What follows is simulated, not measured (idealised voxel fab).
process module | voxel self aligned vias
cross-section cut | 260 nm wide | cells 5 nm
A cross-section is a grid of square cells, given in bands from the top down. A band is one or more rows of cells.
Each band's line starts with the height of the band's top and of its bottom, in nm. Then come its materials from left to right, each with its width in nm. One material with "throughout" fills the band from edge to edge. "air" is empty space.
Height 0 is the level under which the wafer as received is all one material. The lowest band goes on downwards, as in "0 down".
A width such as "30 to 40" changes by the same amount from each row of cells to the next, from the band's top row to its bottom row.
"no change" after a step means that no cell of the cross-section changed.
closed voids: empty space of 8 cells or more with no open way to the top, each as width x height at its distance from the left edge, in nm
after a step's settings: what the simulator itself notes on the step
overlay nm, on a step with a mask: how far to the right of its planned place the mask lay; to the left if negative
plan
1 op RECEIVE | material Si
2 op CONFORMAL_DEP | material SiO2 | thk nm 10
3 op CONFORMAL_DEP | material SiCN | thk nm 5
4 op DIRECTIONAL_DEP | material lowk | thk nm 30
5 op MASKED_ETCH | tone open | mask id LINES | width nm 25 | pitch nm 60 | etch materials lowk | depth nm 30 | overlay nm 0
6 op CONFORMAL_DEP | material TiN | thk nm 5
7 op FILL_DEP | material Ru | thk nm 10
8 op CMP | height nm 45
9 op SELECTIVE_ETCH | etch materials W Ru TiN | depth nm 5
10 op FILL_DEP | material SiN | thk nm 5
11 op CMP | height nm 45
12 op DIRECTIONAL_DEP | material lowk | thk nm 15
13 op PATTERN | tone open | mask id VIAS | material resist | width nm 35 | pitch nm 60 | thk nm 15 | overlay nm 0
14 op DIRECTIONAL_ETCH | etch materials lowk | depth nm 15
15 op DIRECTIONAL_ETCH | etch materials SiN | depth nm 5
16 op STRIP | etch materials resist
17 op CONFORMAL_DEP | material TiN | thk nm 5
18 op FILL_DEP | material Cu | thk nm 10
19 op CMP | height nm 60
20 op CONFORMAL_DEP | material SiCN | thk nm 5
as received, after step 1
  0 down: Si throughout
  closed voids: none
first wafer at the end, as planned
  65 to 60: SiCN throughout
  60 to 50: lowk 50 | TiN 5 | Cu 25 | TiN 5 | lowk 25 | TiN 5 | Cu 25 | TiN 5 | lowk 25 | TiN 5 | Cu 25 | TiN 5 | lowk 55
  50 to 45: lowk 50 | TiN 10 | Cu 15 | TiN 10 | lowk 25 | TiN 10 | Cu 15 | TiN 10 | lowk 25 | TiN 10 | Cu 15 | TiN 10 | lowk 55
  45 to 40: lowk 55 | TiN 25 | lowk 35 | TiN 25 | lowk 35 | TiN 25 | lowk 60
  40 to 20: lowk 55 | TiN 5 | Ru 15 | TiN 5 | lowk 35 | TiN 5 | Ru 15 | TiN 5 | lowk 35 | TiN 5 | Ru 15 | TiN 5 | lowk 60
  20 to 15: lowk 55 | TiN 25 | lowk 35 | TiN 25 | lowk 35 | TiN 25 | lowk 60
  15 to 10: SiCN throughout
  10 to 0: SiO2 throughout
  0 down: Si throughout
  closed voids: none
second wafer at the end: like start, like plan, one mistake
  65 to 60: SiCN throughout
  60 to 50: lowk 50 | TiN 5 | Cu 25 | TiN 5 | lowk 25 | TiN 5 | Cu 25 | TiN 5 | lowk 25 | TiN 5 | Cu 25 | TiN 5 | lowk 55
  50 to 45: lowk 50 | TiN 15 | Cu 5 | TiN 15 | lowk 25 | TiN 15 | Cu 5 | TiN 15 | lowk 25 | TiN 15 | Cu 5 | TiN 15 | lowk 55
  45 to 40: lowk 60 | TiN 15 | lowk 45 | TiN 15 | lowk 45 | TiN 15 | lowk 65
  40 to 20: lowk 60 | TiN 5 | Ru 5 | TiN 5 | lowk 45 | TiN 5 | Ru 5 | TiN 5 | lowk 45 | TiN 5 | Ru 5 | TiN 5 | lowk 65
  20 to 15: lowk 60 | TiN 15 | lowk 45 | TiN 15 | lowk 45 | TiN 15 | lowk 65
  15 to 10: SiCN throughout
  10 to 0: SiO2 throughout
  0 down: Si throughout
  closed voids: none
what went wrong: step 5 ran as: op MASKED_ETCH | tone open | mask id LINES | width nm 15 | pitch nm 60 | etch materials lowk | depth nm 30 | overlay nm 0
at the end the second wafer has, in cells: 6 fewer of Cu | 24 fewer of Ru | 6 fewer of TiN | 36 more of lowk
